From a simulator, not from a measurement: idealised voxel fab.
process module | voxel self aligned contacts
cross-section cut | 150 nm wide | cells 5 nm
A cross-section is a grid of square cells, given in bands from the top down. A band is one or more rows of cells.
Each band's line starts with the height of the band's top and of its bottom, in nm. Then come its materials from left to right, each with its width in nm. One material with "throughout" fills the band from edge to edge. "air" is empty space.
Height 0 is the level under which the wafer as received is all one material. The lowest band goes on downwards, as in "0 down".
A width such as "30 to 40" changes by the same amount from each row of cells to the next, from the band's top row to its bottom row.
"no change" after a step means that no cell of the cross-section changed.
closed voids: empty space of 8 cells or more with no open way to the top, each as width x height at its distance from the left edge, in nm
after a step's settings: what the simulator itself notes on the step
overlay nm, on a step with a mask: how far to the right of its planned place the mask lay; to the left if negative
Each pair below shows a cross-section before one step and the cross-section after it, down to the lowest band that changed. The line under each pair gives the step between them, with its settings. The pairs can come from different runs of this module on the same starting wafer, so a pair continues from the pair above only where its "before" says so.
before
  0 down: Si throughout
  closed voids: none
after
  5 to 0: SiO2 throughout
  below 0: unchanged
  closed voids: none
the step between: op CONFORMAL_DEP | material SiO2 | thk nm 5
before: the cross-section after the pair above
after
  35 to 5: polySi throughout
  below 5: unchanged
  closed voids: none
the step between: op DIRECTIONAL_DEP | material polySi | thk nm 30
before: the cross-section after the pair above
after
  55 to 35: SiN throughout
  below 35: unchanged
  closed voids: none
the step between: op DIRECTIONAL_DEP | material SiN | thk nm 20
before: the cross-section after the pair above
after
  55 to 35: air 30 | SiN 30 | air 30 | SiN 30 | air 30
  below 35: unchanged
  closed voids: none
the step between: op MASKED_ETCH | tone cover | mask id GATE | width nm 30 | pitch nm 60 | etch materials SiN | depth nm 20 | overlay nm 0
before: the cross-section after the pair above
after
  55 to 35: air 30 | SiN 30 | air 30 | SiN 30 | air 30
  35 to 5: air 30 | polySi 30 | air 30 | polySi 30 | air 30
  below 5: unchanged
  closed voids: none
the step between: op MASKED_ETCH | tone cover | mask id GATE | width nm 30 | pitch nm 60 | etch materials polySi | depth nm 30 | overlay nm 0
before: the cross-section after the pair above
after
  60 to 35: air 25 | SiN 40 | air 20 | SiN 40 | air 25
  35 to 10: air 25 | SiN 5 | polySi 30 | SiN 5 | air 20 | SiN 5 | polySi 30 | SiN 5 | air 25
  10 to 5: SiN 30 | polySi 30 | SiN 30 | polySi 30 | SiN 30
  below 5: unchanged
  closed voids: none
the step between: op CONFORMAL_DEP | material SiN | thk nm 5
before: the cross-section after the pair above
after
  55 to 35: air 25 | SiN 40 | air 20 | SiN 40 | air 25
  35 to 5: air 25 | SiN 5 | polySi 30 | SiN 5 | air 20 | SiN 5 | polySi 30 | SiN 5 | air 25
  below 5: unchanged
  closed voids: none
the step between: op DIRECTIONAL_ETCH | etch materials SiN | depth nm 5
before: the cross-section after the pair above
after
  75 to 55: SiO2 throughout
  55 to 35: SiO2 25 | SiN 40 | SiO2 20 | SiN 40 | SiO2 25
  35 to 5: SiO2 25 | SiN 5 | polySi 30 | SiN 5 | SiO2 20 | SiN 5 | polySi 30 | SiN 5 | SiO2 25
  below 5: unchanged
  closed voids: none
the step between: op FILL_DEP | material SiO2 | thk nm 20
before: the cross-section after the pair above
after
  65 to 55: SiO2 throughout
  below 55: unchanged
  closed voids: none
the step between: op CMP | height nm 65
before: the cross-section after the pair above
after
  80 to 65: aC throughout
  below 65: unchanged
  closed voids: none
the step between: op DIRECTIONAL_DEP | material aC | thk nm 15
before: the cross-section after the pair above
after
  110 to 80: resist 55 | air 40 | resist 55
  below 80: unchanged
  closed voids: none
the step between: op PATTERN | tone open | mask id CONTACT | material resist | width nm 40 | thk nm 30 | overlay nm 0
before: the cross-section after the pair above
after
  95 to 80: resist 55 | air 40 | resist 55
  80 to 65: aC 55 | air 40 | aC 55
  below 65: unchanged
  closed voids: none
the step between: op DIRECTIONAL_ETCH | etch materials aC | depth nm 15
before: the cross-section after the pair above
after
  80 to 65: aC 55 | air 40 | aC 55
  below 65: unchanged
  closed voids: none
the step between: op STRIP | etch materials resist
before: the cross-section after the pair above
after
  80 to 65: aC 55 | air 40 | aC 55
  65 to 55: SiO2 55 | air 40 | SiO2 55
  55 to 35: SiO2 25 | SiN 40 | air 20 | SiN 40 | SiO2 25
  35 to 5: SiO2 25 | SiN 5 | polySi 30 | SiN 5 | air 20 | SiN 5 | polySi 30 | SiN 5 | SiO2 25
  5 to 0: SiO2 65 | air 20 | SiO2 65
  below 0: unchanged
  closed voids: none
the step between: op DIRECTIONAL_ETCH | etch materials SiO2 | depth nm 65
before: the cross-section after the pair above
after
  65 to 55: SiO2 55 | air 40 | SiO2 55
  below 55: unchanged
  closed voids: none
the step between: op STRIP | etch materials aC
before: the cross-section after the pair above
after
  70 to 65: TiN 60 | air 30 | TiN 60
  65 to 55: SiO2 55 | TiN 5 to 15 | air 30 to 10 | TiN 5 to 15 | SiO2 55
  55 to 35: SiO2 25 | SiN 40 | TiN 5 | air 10 | TiN 5 | SiN 40 | SiO2 25
  35 to 5: SiO2 25 | SiN 5 | polySi 30 | SiN 5 | TiN 5 | air 10 | TiN 5 | SiN 5 | polySi 30 | SiN 5 | SiO2 25
  5 to 0: SiO2 65 | TiN 20 | SiO2 65
  below 0: unchanged
  closed voids: none
the step between: op CONFORMAL_DEP | material TiN | thk nm 5
before: the cross-section after the pair above
after
  75 to 70: W throughout
  70 to 65: TiN 60 | W 30 | TiN 60
  65 to 55: SiO2 55 | TiN 5 to 15 | W 30 to 10 | TiN 5 to 15 | SiO2 55
  55 to 35: SiO2 25 | SiN 40 | TiN 5 | W 10 | TiN 5 | SiN 40 | SiO2 25
  35 to 5: SiO2 25 | SiN 5 | polySi 30 | SiN 5 | TiN 5 | W 10 | TiN 5 | SiN 5 | polySi 30 | SiN 5 | SiO2 25
  below 5: unchanged
  closed voids: none
the step between: op FILL_DEP | material W | thk nm 5
before: the cross-section after the pair above
after
  65 to 55: SiO2 55 | TiN 5 to 15 | W 30 to 10 | TiN 5 to 15 | SiO2 55
  below 55: unchanged
  closed voids: none
the step between: op CMP | height nm 65
before: the cross-section after the pair above
after
  70 to 65: SiN throughout
  below 65: unchanged
  closed voids: none
the step between: op CONFORMAL_DEP | material SiN | thk nm 5
before
  0 down: Si throughout
  closed voids: none
after
  30 to 0: polySi throughout
  below 0: unchanged
  closed voids: none
the step between: op DIRECTIONAL_DEP | material polySi | thk nm 30
before: the cross-section after the pair above
after
  50 to 30: SiN throughout
  below 30: unchanged
  closed voids: none
the step between: op DIRECTIONAL_DEP | material SiN | thk nm 20
before: the cross-section after the pair above
after
  50 to 30: air 30 | SiN 30 | air 30 | SiN 30 | air 30
  below 30: unchanged
  closed voids: none
the step between: op MASKED_ETCH | tone cover | mask id GATE | width nm 30 | pitch nm 60 | etch materials SiN | depth nm 20 | overlay nm 0
before: the cross-section after the pair above
after
  50 to 30: air 30 | SiN 30 | air 30 | SiN 30 | air 30
  30 to 0: air 30 | polySi 30 | air 30 | polySi 30 | air 30
  below 0: unchanged
  closed voids: none
the step between: op MASKED_ETCH | tone cover | mask id GATE | width nm 30 | pitch nm 60 | etch materials polySi | depth nm 30 | overlay nm 0
before: the cross-section after the pair above
after
  55 to 30: air 25 | SiN 40 | air 20 | SiN 40 | air 25
  30 to 5: air 25 | SiN 5 | polySi 30 | SiN 5 | air 20 | SiN 5 | polySi 30 | SiN 5 | air 25
  5 to 0: SiN 30 | polySi 30 | SiN 30 | polySi 30 | SiN 30
  below 0: unchanged
  closed voids: none
the step between: op CONFORMAL_DEP | material SiN | thk nm 5
before: the cross-section after the pair above
after
  50 to 30: air 25 | SiN 40 | air 20 | SiN 40 | air 25
  30 to 0: air 25 | SiN 5 | polySi 30 | SiN 5 | air 20 | SiN 5 | polySi 30 | SiN 5 | air 25
  below 0: unchanged
  closed voids: none
the step between: op DIRECTIONAL_ETCH | etch materials SiN | depth nm 5
before: the cross-section after the pair above
after
  70 to 50: SiO2 throughout
  50 to 30: SiO2 25 | SiN 40 | SiO2 20 | SiN 40 | SiO2 25
  30 to 0: SiO2 25 | SiN 5 | polySi 30 | SiN 5 | SiO2 20 | SiN 5 | polySi 30 | SiN 5 | SiO2 25
  below 0: unchanged
  closed voids: none
the step between: op FILL_DEP | material SiO2 | thk nm 20
before: the cross-section after the pair above
after
  65 to 50: SiO2 throughout
  below 50: unchanged
  closed voids: none
the step between: op CMP | height nm 65
before: the cross-section after the pair above
after
  80 to 65: aC throughout
  below 65: unchanged
  closed voids: none
the step between: op DIRECTIONAL_DEP | material aC | thk nm 15
before: the cross-section after the pair above
after
  110 to 80: resist 55 | air 40 | resist 55
  below 80: unchanged
  closed voids: none
the step between: op PATTERN | tone open | mask id CONTACT | material resist | width nm 40 | thk nm 30 | overlay nm 0
before: the cross-section after the pair above
after
  95 to 80: resist 55 | air 40 | resist 55
  80 to 65: aC 55 | air 40 | aC 55
  below 65: unchanged
  closed voids: none
the step between: op DIRECTIONAL_ETCH | etch materials aC | depth nm 15
before: the cross-section after the pair above
after
  80 to 65: aC 55 | air 40 | aC 55
  below 65: unchanged
  closed voids: none
the step between: op STRIP | etch materials resist
before: the cross-section after the pair above
after
  80 to 65: aC 55 | air 40 | aC 55
  65 to 50: SiO2 55 | air 40 | SiO2 55
  50 to 30: SiO2 25 | SiN 40 | air 20 | SiN 40 | SiO2 25
  30 to 0: SiO2 25 | SiN 5 | polySi 30 | SiN 5 | air 20 | SiN 5 | polySi 30 | SiN 5 | SiO2 25
  below 0: unchanged
  closed voids: none
the step between: op DIRECTIONAL_ETCH | etch materials SiO2 | depth nm 65
before: the cross-section after the pair above
after
  65 to 50: SiO2 55 | air 40 | SiO2 55
  below 50: unchanged
  closed voids: none
the step between: op STRIP | etch materials aC
before: the cross-section after the pair above
after
  70 to 65: TiN 60 | air 30 | TiN 60
  65 to 55: SiO2 55 | TiN 5 | air 30 | TiN 5 | SiO2 55
  55 to 50: SiO2 55 | TiN 15 | air 10 | TiN 15 | SiO2 55
  50 to 30: SiO2 25 | SiN 40 | TiN 5 | air 10 | TiN 5 | SiN 40 | SiO2 25
  30 to 5: SiO2 25 | SiN 5 | polySi 30 | SiN 5 | TiN 5 | air 10 | TiN 5 | SiN 5 | polySi 30 | SiN 5 | SiO2 25
  5 to 0: SiO2 25 | SiN 5 | polySi 30 | SiN 5 | TiN 20 | SiN 5 | polySi 30 | SiN 5 | SiO2 25
  below 0: unchanged
  closed voids: none
the step between: op CONFORMAL_DEP | material TiN | thk nm 5
before: the cross-section after the pair above
after
  75 to 70: W throughout
  70 to 65: TiN 60 | W 30 | TiN 60
  65 to 55: SiO2 55 | TiN 5 | W 30 | TiN 5 | SiO2 55
  55 to 50: SiO2 55 | TiN 15 | W 10 | TiN 15 | SiO2 55
  50 to 30: SiO2 25 | SiN 40 | TiN 5 | W 10 | TiN 5 | SiN 40 | SiO2 25
  30 to 5: SiO2 25 | SiN 5 | polySi 30 | SiN 5 | TiN 5 | W 10 | TiN 5 | SiN 5 | polySi 30 | SiN 5 | SiO2 25
  below 5: unchanged
  closed voids: none
the step between: op FILL_DEP | material W | thk nm 5
before: the cross-section after the pair above
after
  65 to 55: SiO2 55 | TiN 5 | W 30 | TiN 5 | SiO2 55
  below 55: unchanged
  closed voids: none
the step between: op CMP | height nm 65
before: the cross-section after the pair above
after
  70 to 65: SiN throughout
  below 65: unchanged
  closed voids: none
the step between: op CONFORMAL_DEP | material SiN | thk nm 5
before
  35 to 5: polySi throughout
  5 to 0: SiO2 throughout
  0 down: Si throughout
  closed voids: none
after
  65 to 5: polySi throughout
  below 5: unchanged
  closed voids: none
the step between: op DIRECTIONAL_DEP | material polySi | thk nm 30
before: the cross-section after the pair above
after
  85 to 65: SiN throughout
  below 65: unchanged
  closed voids: none
the step between: op DIRECTIONAL_DEP | material SiN | thk nm 20
before: the cross-section after the pair above
after
  85 to 65: air 30 | SiN 30 | air 30 | SiN 30 | air 30
  below 65: unchanged
  closed voids: none
the step between: op MASKED_ETCH | tone cover | mask id GATE | width nm 30 | pitch nm 60 | etch materials SiN | depth nm 20 | overlay nm 0
before: the cross-section after the pair above
after
  85 to 65: air 30 | SiN 30 | air 30 | SiN 30 | air 30
  65 to 35: air 30 | polySi 30 | air 30 | polySi 30 | air 30
  below 35: unchanged
  closed voids: none
the step between: op MASKED_ETCH | tone cover | mask id GATE | width nm 30 | pitch nm 60 | etch materials polySi | depth nm 30 | overlay nm 0
before: the cross-section after the pair above
after
  90 to 65: air 25 | SiN 40 | air 20 | SiN 40 | air 25
  65 to 40: air 25 | SiN 5 | polySi 30 | SiN 5 | air 20 | SiN 5 | polySi 30 | SiN 5 | air 25
  40 to 35: SiN 30 | polySi 30 | SiN 30 | polySi 30 | SiN 30
  below 35: unchanged
  closed voids: none
the step between: op CONFORMAL_DEP | material SiN | thk nm 5
before: the cross-section after the pair above
after
  85 to 65: air 25 | SiN 40 | air 20 | SiN 40 | air 25
  65 to 35: air 25 | SiN 5 | polySi 30 | SiN 5 | air 20 | SiN 5 | polySi 30 | SiN 5 | air 25
  below 35: unchanged
  closed voids: none
the step between: op DIRECTIONAL_ETCH | etch materials SiN | depth nm 5
before: the cross-section after the pair above
after
  105 to 85: SiO2 throughout
  85 to 65: SiO2 25 | SiN 40 | SiO2 20 | SiN 40 | SiO2 25
  65 to 35: SiO2 25 | SiN 5 | polySi 30 | SiN 5 | SiO2 20 | SiN 5 | polySi 30 | SiN 5 | SiO2 25
  below 35: unchanged
  closed voids: none
the step between: op FILL_DEP | material SiO2 | thk nm 20
before: the cross-section after the pair above
after
  65 to 35: SiO2 25 | SiN 5 | polySi 30 | SiN 5 | SiO2 20 | SiN 5 | polySi 30 | SiN 5 | SiO2 25
  below 35: unchanged
  closed voids: none
the step between: op CMP | height nm 65
before: the cross-section after the pair above
after
  80 to 65: aC throughout
  below 65: unchanged
  closed voids: none
the step between: op DIRECTIONAL_DEP | material aC | thk nm 15
before: the cross-section after the pair above
after
  110 to 80: resist 55 | air 40 | resist 55
  below 80: unchanged
  closed voids: none
the step between: op PATTERN | tone open | mask id CONTACT | material resist | width nm 40 | thk nm 30 | overlay nm 0
before: the cross-section after the pair above
after
  95 to 80: resist 55 | air 40 | resist 55
  80 to 65: aC 55 | air 40 | aC 55
  below 65: unchanged
  closed voids: none
the step between: op DIRECTIONAL_ETCH | etch materials aC | depth nm 15
before: the cross-section after the pair above
after
  80 to 65: aC 55 | air 40 | aC 55
  below 65: unchanged
  closed voids: none
the step between: op STRIP | etch materials resist
before: the cross-section after the pair above
after
  80 to 65: aC 55 | air 40 | aC 55
  65 to 35: SiO2 25 | SiN 5 | polySi 30 | SiN 5 | air 20 | SiN 5 | polySi 30 | SiN 5 | SiO2 25
  below 35: unchanged
  closed voids: none
the step between: op DIRECTIONAL_ETCH | etch materials SiO2 | depth nm 65
before: the cross-section after the pair above
after
  65 to 35: SiO2 25 | SiN 5 | polySi 30 | SiN 5 | air 20 | SiN 5 | polySi 30 | SiN 5 | SiO2 25
  below 35: unchanged
  closed voids: none
the step between: op STRIP | etch materials aC
before: the cross-section after the pair above
after
  70 to 65: TiN 70 | air 10 | TiN 70
  65 to 40: SiO2 25 | SiN 5 | polySi 30 | SiN 5 | TiN 5 | air 10 | TiN 5 | SiN 5 | polySi 30 | SiN 5 | SiO2 25
  40 to 35: SiO2 25 | SiN 5 | polySi 30 | SiN 5 | TiN 20 | SiN 5 | polySi 30 | SiN 5 | SiO2 25
  below 35: unchanged
  closed voids: none
the step between: op CONFORMAL_DEP | material TiN | thk nm 5
before: the cross-section after the pair above
after
  75 to 70: W throughout
  70 to 65: TiN 70 | W 10 | TiN 70
  65 to 40: SiO2 25 | SiN 5 | polySi 30 | SiN 5 | TiN 5 | W 10 | TiN 5 | SiN 5 | polySi 30 | SiN 5 | SiO2 25
  below 40: unchanged
  closed voids: none
the step between: op FILL_DEP | material W | thk nm 5
before: the cross-section after the pair above
after
  65 to 40: SiO2 25 | SiN 5 | polySi 30 | SiN 5 | TiN 5 | W 10 | TiN 5 | SiN 5 | polySi 30 | SiN 5 | SiO2 25
  below 40: unchanged
  closed voids: none
the step between: op CMP | height nm 65
before: the cross-section after the pair above
after
  70 to 65: SiN throughout
  below 65: unchanged
  closed voids: none
the step between: op CONFORMAL_DEP | material SiN | thk nm 5
before
  5 to 0: SiO2 throughout
  0 down: Si throughout
  closed voids: none
after
  25 to 5: SiN throughout
  below 5: unchanged
  closed voids: none
the step between: op DIRECTIONAL_DEP | material SiN | thk nm 20
before: the cross-section after the pair above
after
  55 to 25: polySi throughout
  below 25: unchanged
  closed voids: none
the step between: op DIRECTIONAL_DEP | material polySi | thk nm 30
before: the cross-section after the pair above
after
  55 to 25: air 30 | polySi 30 | air 30 | polySi 30 | air 30
  below 25: unchanged
  closed voids: none
the step between: op MASKED_ETCH | tone cover | mask id GATE | width nm 30 | pitch nm 60 | etch materials polySi | depth nm 30 | overlay nm 0
before: the cross-section after the pair above
after
  60 to 55: air 25 | SiN 40 | air 20 | SiN 40 | air 25
  55 to 30: air 25 | SiN 5 | polySi 30 | SiN 5 | air 20 | SiN 5 | polySi 30 | SiN 5 | air 25
  30 to 25: SiN 30 | polySi 30 | SiN 30 | polySi 30 | SiN 30
  below 25: unchanged
  closed voids: none
the step between: op CONFORMAL_DEP | material SiN | thk nm 5
before: the cross-section after the pair above
after
  55 to 25: air 25 | SiN 5 | polySi 30 | SiN 5 | air 20 | SiN 5 | polySi 30 | SiN 5 | air 25
  below 25: unchanged
  closed voids: none
the step between: op DIRECTIONAL_ETCH | etch materials SiN | depth nm 5
before: the cross-section after the pair above
after
  75 to 55: SiO2 throughout
  55 to 25: SiO2 25 | SiN 5 | polySi 30 | SiN 5 | SiO2 20 | SiN 5 | polySi 30 | SiN 5 | SiO2 25
  below 25: unchanged
  closed voids: none
the step between: op FILL_DEP | material SiO2 | thk nm 20
before: the cross-section after the pair above
after
  65 to 55: SiO2 throughout
  below 55: unchanged
  closed voids: none
the step between: op CMP | height nm 65
before: the cross-section after the pair above
after
  80 to 65: aC throughout
  below 65: unchanged
  closed voids: none
the step between: op DIRECTIONAL_DEP | material aC | thk nm 15
before: the cross-section after the pair above
after
  110 to 80: resist 55 | air 40 | resist 55
  below 80: unchanged
  closed voids: none
the step between: op PATTERN | tone open | mask id CONTACT | material resist | width nm 40 | thk nm 30 | overlay nm 0
before: the cross-section after the pair above
after
  95 to 80: resist 55 | air 40 | resist 55
  80 to 65: aC 55 | air 40 | aC 55
  below 65: unchanged
  closed voids: none
the step between: op DIRECTIONAL_ETCH | etch materials aC | depth nm 15
before: the cross-section after the pair above
after
  80 to 65: aC 55 | air 40 | aC 55
  below 65: unchanged
  closed voids: none
the step between: op STRIP | etch materials resist
before: the cross-section after the pair above
after
  80 to 65: aC 55 | air 40 | aC 55
  65 to 55: SiO2 55 | air 40 | SiO2 55
  55 to 25: SiO2 25 | SiN 5 | polySi 30 | SiN 5 | air 20 | SiN 5 | polySi 30 | SiN 5 | SiO2 25
  below 25: unchanged
  closed voids: none
the step between: op DIRECTIONAL_ETCH | etch materials SiO2 | depth nm 65
before: the cross-section after the pair above
after
  65 to 55: SiO2 55 | air 40 | SiO2 55
  below 55: unchanged
  closed voids: none
the step between: op STRIP | etch materials aC
before: the cross-section after the pair above
after
  70 to 65: TiN 60 | air 30 | TiN 60
  65 to 55: SiO2 55 | TiN 5 to 15 | air 30 to 10 | TiN 5 to 15 | SiO2 55
  55 to 30: SiO2 25 | SiN 5 | polySi 30 | SiN 5 | TiN 5 | air 10 | TiN 5 | SiN 5 | polySi 30 | SiN 5 | SiO2 25
  30 to 25: SiO2 25 | SiN 5 | polySi 30 | SiN 5 | TiN 20 | SiN 5 | polySi 30 | SiN 5 | SiO2 25
  below 25: unchanged
  closed voids: none
the step between: op CONFORMAL_DEP | material TiN | thk nm 5
before: the cross-section after the pair above
after
  75 to 70: W throughout
  70 to 65: TiN 60 | W 30 | TiN 60
  65 to 55: SiO2 55 | TiN 5 to 15 | W 30 to 10 | TiN 5 to 15 | SiO2 55
  55 to 30: SiO2 25 | SiN 5 | polySi 30 | SiN 5 | TiN 5 | W 10 | TiN 5 | SiN 5 | polySi 30 | SiN 5 | SiO2 25
  below 30: unchanged
  closed voids: none
the step between: op FILL_DEP | material W | thk nm 5
before: the cross-section after the pair above
after
  65 to 55: SiO2 55 | TiN 5 to 15 | W 30 to 10 | TiN 5 to 15 | SiO2 55
  below 55: unchanged
  closed voids: none
the step between: op CMP | height nm 65
before: the cross-section after the pair above
after
  70 to 65: SiN throughout
  below 65: unchanged
  closed voids: none
the step between: op CONFORMAL_DEP | material SiN | thk nm 5
before
  35 to 5: polySi throughout
  5 to 0: SiO2 throughout
  0 down: Si throughout
  closed voids: none
after
  60 to 35: SiN throughout
  below 35: unchanged
  closed voids: none
the step between: op DIRECTIONAL_DEP | material SiN | thk nm 25
before: the cross-section after the pair above
after
  60 to 40: air 30 | SiN 30 | air 30 | SiN 30 | air 30
  below 40: unchanged
  closed voids: none
the step between: op MASKED_ETCH | tone cover | mask id GATE | width nm 30 | pitch nm 60 | etch materials SiN | depth nm 20 | overlay nm 0
before: the cross-section after the pair above
after
  65 to 45: air 25 | SiN 40 | air 20 | SiN 40 | air 25
  45 to 35: SiN throughout
  below 35: unchanged
  closed voids: none
the step between: op CONFORMAL_DEP | material SiN | thk nm 5
before: the cross-section after the pair above
after
  60 to 40: air 25 | SiN 40 | air 20 | SiN 40 | air 25
  below 40: unchanged
  closed voids: none
the step between: op DIRECTIONAL_ETCH | etch materials SiN | depth nm 5
before: the cross-section after the pair above
after
  80 to 60: SiO2 throughout
  60 to 40: SiO2 25 | SiN 40 | SiO2 20 | SiN 40 | SiO2 25
  below 40: unchanged
  closed voids: none
the step between: op FILL_DEP | material SiO2 | thk nm 20
before: the cross-section after the pair above
after
  65 to 60: SiO2 throughout
  below 60: unchanged
  closed voids: none
the step between: op CMP | height nm 65
before: the cross-section after the pair above
after
  80 to 65: aC throughout
  below 65: unchanged
  closed voids: none
the step between: op DIRECTIONAL_DEP | material aC | thk nm 15
before: the cross-section after the pair above
after
  110 to 80: resist 55 | air 40 | resist 55
  below 80: unchanged
  closed voids: none
the step between: op PATTERN | tone open | mask id CONTACT | material resist | width nm 40 | thk nm 30 | overlay nm 0
before: the cross-section after the pair above
after
  95 to 80: resist 55 | air 40 | resist 55
  80 to 65: aC 55 | air 40 | aC 55
  below 65: unchanged
  closed voids: none
the step between: op DIRECTIONAL_ETCH | etch materials aC | depth nm 15
before: the cross-section after the pair above
after
  80 to 65: aC 55 | air 40 | aC 55
  below 65: unchanged
  closed voids: none
the step between: op STRIP | etch materials resist
before: the cross-section after the pair above
after
  80 to 65: aC 55 | air 40 | aC 55
  65 to 60: SiO2 55 | air 40 | SiO2 55
  60 to 40: SiO2 25 | SiN 40 | air 20 | SiN 40 | SiO2 25
  below 40: unchanged
  closed voids: none
the step between: op DIRECTIONAL_ETCH | etch materials SiO2 | depth nm 65
before: the cross-section after the pair above
after
  65 to 60: SiO2 55 | air 40 | SiO2 55
  below 60: unchanged
  closed voids: none
the step between: op STRIP | etch materials aC
before: the cross-section after the pair above
after
  70 to 65: TiN 60 | air 30 | TiN 60
  65 to 60: SiO2 55 | TiN 15 | air 10 | TiN 15 | SiO2 55
  60 to 45: SiO2 25 | SiN 40 | TiN 5 | air 10 | TiN 5 | SiN 40 | SiO2 25
  45 to 40: SiO2 25 | SiN 40 | TiN 20 | SiN 40 | SiO2 25
  below 40: unchanged
  closed voids: none
the step between: op CONFORMAL_DEP | material TiN | thk nm 5
before: the cross-section after the pair above
after
  75 to 70: W throughout
  70 to 65: TiN 60 | W 30 | TiN 60
  65 to 60: SiO2 55 | TiN 15 | W 10 | TiN 15 | SiO2 55
  60 to 45: SiO2 25 | SiN 40 | TiN 5 | W 10 | TiN 5 | SiN 40 | SiO2 25
  below 45: unchanged
  closed voids: none
the step between: op FILL_DEP | material W | thk nm 5
before: the cross-section after the pair above
after
  65 to 60: SiO2 55 | TiN 15 | W 10 | TiN 15 | SiO2 55
  below 60: unchanged
  closed voids: none
the step between: op CMP | height nm 65
before: the cross-section after the pair above
after
  70 to 65: SiN throughout
  below 65: unchanged
  closed voids: none
the step between: op CONFORMAL_DEP | material SiN | thk nm 5
before
  55 to 35: SiN throughout
  35 to 5: polySi throughout
  5 to 0: SiO2 throughout
  0 down: Si throughout
  closed voids: none
after
  55 to 35: air 35 | SiN 20 | air 40 | SiN 20 | air 35
  below 35: unchanged
  closed voids: none
the step between: op MASKED_ETCH | tone cover | mask id GATE | width nm 20 | pitch nm 60 | etch materials SiN | depth nm 20 | overlay nm 0
before: the cross-section after the pair above
after
  55 to 35: air 35 | SiN 20 | air 40 | SiN 20 | air 35
  35 to 5: air 30 | polySi 30 | air 30 | polySi 30 | air 30
  below 5: unchanged
  closed voids: none
the step between: op MASKED_ETCH | tone cover | mask id GATE | width nm 30 | pitch nm 60 | etch materials polySi | depth nm 30 | overlay nm 0
before: the cross-section after the pair above
after
  60 to 40: air 30 | SiN 30 | air 30 | SiN 30 | air 30
  40 to 35: air 25 | SiN 40 | air 20 | SiN 40 | air 25
  35 to 10: air 25 | SiN 5 | polySi 30 | SiN 5 | air 20 | SiN 5 | polySi 30 | SiN 5 | air 25
  10 to 5: SiN 30 | polySi 30 | SiN 30 | polySi 30 | SiN 30
  below 5: unchanged
  closed voids: none
the step between: op CONFORMAL_DEP | material SiN | thk nm 5
before: the cross-section after the pair above
after
  55 to 35: air 30 | SiN 30 | air 30 | SiN 30 | air 30
  35 to 5: air 25 | SiN 5 | polySi 30 | SiN 5 | air 20 | SiN 5 | polySi 30 | SiN 5 | air 25
  below 5: unchanged
  closed voids: none
the step between: op DIRECTIONAL_ETCH | etch materials SiN | depth nm 5
before: the cross-section after the pair above
after
  75 to 55: SiO2 throughout
  55 to 35: SiO2 30 | SiN 30 | SiO2 30 | SiN 30 | SiO2 30
  35 to 5: SiO2 25 | SiN 5 | polySi 30 | SiN 5 | SiO2 20 | SiN 5 | polySi 30 | SiN 5 | SiO2 25
  below 5: unchanged
  closed voids: none
the step between: op FILL_DEP | material SiO2 | thk nm 20
before: the cross-section after the pair above
after
  65 to 55: SiO2 throughout
  below 55: unchanged
  closed voids: none
the step between: op CMP | height nm 65
before: the cross-section after the pair above
after
  80 to 65: aC throughout
  below 65: unchanged
  closed voids: none
the step between: op DIRECTIONAL_DEP | material aC | thk nm 15
before: the cross-section after the pair above
after
  110 to 80: resist 55 | air 40 | resist 55
  below 80: unchanged
  closed voids: none
the step between: op PATTERN | tone open | mask id CONTACT | material resist | width nm 40 | thk nm 30 | overlay nm 0
before: the cross-section after the pair above
after
  95 to 80: resist 55 | air 40 | resist 55
  80 to 65: aC 55 | air 40 | aC 55
  below 65: unchanged
  closed voids: none
the step between: op DIRECTIONAL_ETCH | etch materials aC | depth nm 15
before: the cross-section after the pair above
after
  80 to 65: aC 55 | air 40 | aC 55
  below 65: unchanged
  closed voids: none
the step between: op STRIP | etch materials resist
before: the cross-section after the pair above
after
  80 to 65: aC 55 | air 40 | aC 55
  65 to 55: SiO2 55 | air 40 | SiO2 55
  55 to 35: SiO2 30 | SiN 30 | air 30 | SiN 30 | SiO2 30
  35 to 5: SiO2 25 | SiN 5 | polySi 30 | SiN 5 | air 20 | SiN 5 | polySi 30 | SiN 5 | SiO2 25
  5 to 0: SiO2 65 | air 20 | SiO2 65
  below 0: unchanged
  closed voids: none
the step between: op DIRECTIONAL_ETCH | etch materials SiO2 | depth nm 65
before: the cross-section after the pair above
after
  65 to 55: SiO2 55 | air 40 | SiO2 55
  below 55: unchanged
  closed voids: none
the step between: op STRIP | etch materials aC
before: the cross-section after the pair above
after
  70 to 65: TiN 60 | air 30 | TiN 60
  65 to 55: SiO2 55 | TiN 5 to 10 | air 30 to 20 | TiN 5 to 10 | SiO2 55
  55 to 40: SiO2 30 | SiN 30 | TiN 5 | air 20 | TiN 5 | SiN 30 | SiO2 30
  40 to 35: SiO2 30 | SiN 30 | TiN 10 | air 10 | TiN 10 | SiN 30 | SiO2 30
  35 to 5: SiO2 25 | SiN 5 | polySi 30 | SiN 5 | TiN 5 | air 10 | TiN 5 | SiN 5 | polySi 30 | SiN 5 | SiO2 25
  5 to 0: SiO2 65 | TiN 20 | SiO2 65
  below 0: unchanged
  closed voids: none
the step between: op CONFORMAL_DEP | material TiN | thk nm 5
before: the cross-section after the pair above
after
  75 to 70: W throughout
  70 to 65: TiN 60 | W 30 | TiN 60
  65 to 55: SiO2 55 | TiN 5 to 10 | W 30 to 20 | TiN 5 to 10 | SiO2 55
  55 to 40: SiO2 30 | SiN 30 | TiN 5 | W 20 | TiN 5 | SiN 30 | SiO2 30
  40 to 35: SiO2 30 | SiN 30 | TiN 10 | W 10 | TiN 10 | SiN 30 | SiO2 30
  35 to 5: SiO2 25 | SiN 5 | polySi 30 | SiN 5 | TiN 5 | W 10 | TiN 5 | SiN 5 | polySi 30 | SiN 5 | SiO2 25
  below 5: unchanged
  closed voids: none
the step between: op FILL_DEP | material W | thk nm 5
before: the cross-section after the pair above
after
  65 to 55: SiO2 55 | TiN 5 to 10 | W 30 to 20 | TiN 5 to 10 | SiO2 55
  below 55: unchanged
  closed voids: none
the step between: op CMP | height nm 65
before: the cross-section after the pair above
after
  70 to 65: SiN throughout
  below 65: unchanged
  closed voids: none
the step between: op CONFORMAL_DEP | material SiN | thk nm 5
before
  80 to 65: aC throughout
  65 to 55: SiO2 throughout
  55 to 35: SiO2 25 | SiN 40 | SiO2 20 | SiN 40 | SiO2 25
  35 to 5: SiO2 25 | SiN 5 | polySi 30 | SiN 5 | SiO2 20 | SiN 5 | polySi 30 | SiN 5 | SiO2 25
  5 to 0: SiO2 throughout
  0 down: Si throughout
  closed voids: none
after
  110 to 80: resist 50 | air 40 | resist 60
  below 80: unchanged
  closed voids: none
the step between: op PATTERN | tone open | mask id CONTACT | material resist | width nm 40 | thk nm 30 | overlay nm -5
before: the cross-section after the pair above
after
  95 to 80: resist 50 | air 40 | resist 60
  80 to 65: aC 50 | air 40 | aC 60
  below 65: unchanged
  closed voids: none
the step between: op DIRECTIONAL_ETCH | etch materials aC | depth nm 15
before: the cross-section after the pair above
after
  80 to 65: aC 50 | air 40 | aC 60
  below 65: unchanged
  closed voids: none
the step between: op STRIP | etch materials resist
